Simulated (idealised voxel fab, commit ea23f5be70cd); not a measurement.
This section sets out a process module, namely voxel plated lines.
Cross-sectional view cut (width: 265 nm; square cell size: 5 nm).
A cross-section is written here as square cells arranged in a grid, and it is given in bands from the top down, each band taking up one or more rows of cells. A band entry consists of two parts. The first gives the height of the band's top and the height of its bottom, in nm. The rest lists the band's materials from left to right, each with its width in nm. A single material labelled with the word "full width" fills the band from edge to edge, and the word "empty" marks empty space. Where do heights start? At 0: under that level the wafer as delivered is made of one material only. And the lowest band has no floor; it just carries on downward, as in "z 0 and below". Per-row width for "30..40": begins at first number (top row of band), ends at second number (bottom row), increment between rows held constant. You'll sometimes find "all unchanged" written for a step, and that's the way of saying that nowhere in the cross-section did a cell change during that step. Empty spaces counting at least 8 cells and having no open way to the top are listed in "Voids, sealed". The notation width x height at distance is used for each, the distance being from the left edge and all three values in nm. It should be noted that, on the line of a given step, the content following the step's settings is a remark produced by the simulator itself with respect to that step. overlay nm, on a step with a mask: how far to the right of its planned place the mask lay; to the left if negative.
THESE ARE THE STEPS WE PLANNED FOR THE PROCESS
1,RECEIVE | material Si
2,CONFORMAL_DEP | material Al2O3 | thk nm 10
3,DIRECTIONAL_DEP | material TiN | thk nm 5
4,PATTERN | tone open | mask id LINES | material resist | width nm 15 | pitch nm 35 | thk nm 20 | overlay nm 0
5,EPI | material Ru | thk nm 5
6,STRIP | etch materials resist
7,DIRECTIONAL_ETCH | etch materials TiN | depth nm 5
8,CONFORMAL_DEP | material SiN | thk nm 10
What sets these wafers apart? The thk nm at step 3. They all start alike, and the plan carries the first wafer's value.
FIRST WAFER OF SEVERAL, AS RECEIVED: CROSS-SECTION AFTER STEP 1
	z 0 and below = Si full width
	Voids, sealed: none
WAFER ROWS, END OF MODULE: CELLS PER MATERIAL GAINED (+) OR LOST (-) SINCE RECEIPT; CLOSED VOIDS LAST
thk nm 5, +106 Al2O3, +9 Ru, +130 SiN, +9 TiN, Voids, sealed: none
thk nm 10, +106 Al2O3, +9 Ru, +130 SiN, +62 TiN, Voids, sealed: none
thk nm 15, +106 Al2O3, +9 Ru, +130 SiN, +115 TiN, Voids, sealed: none
thk nm 20, +106 Al2O3, +9 Ru, +130 SiN, +168 TiN, Voids, sealed: none
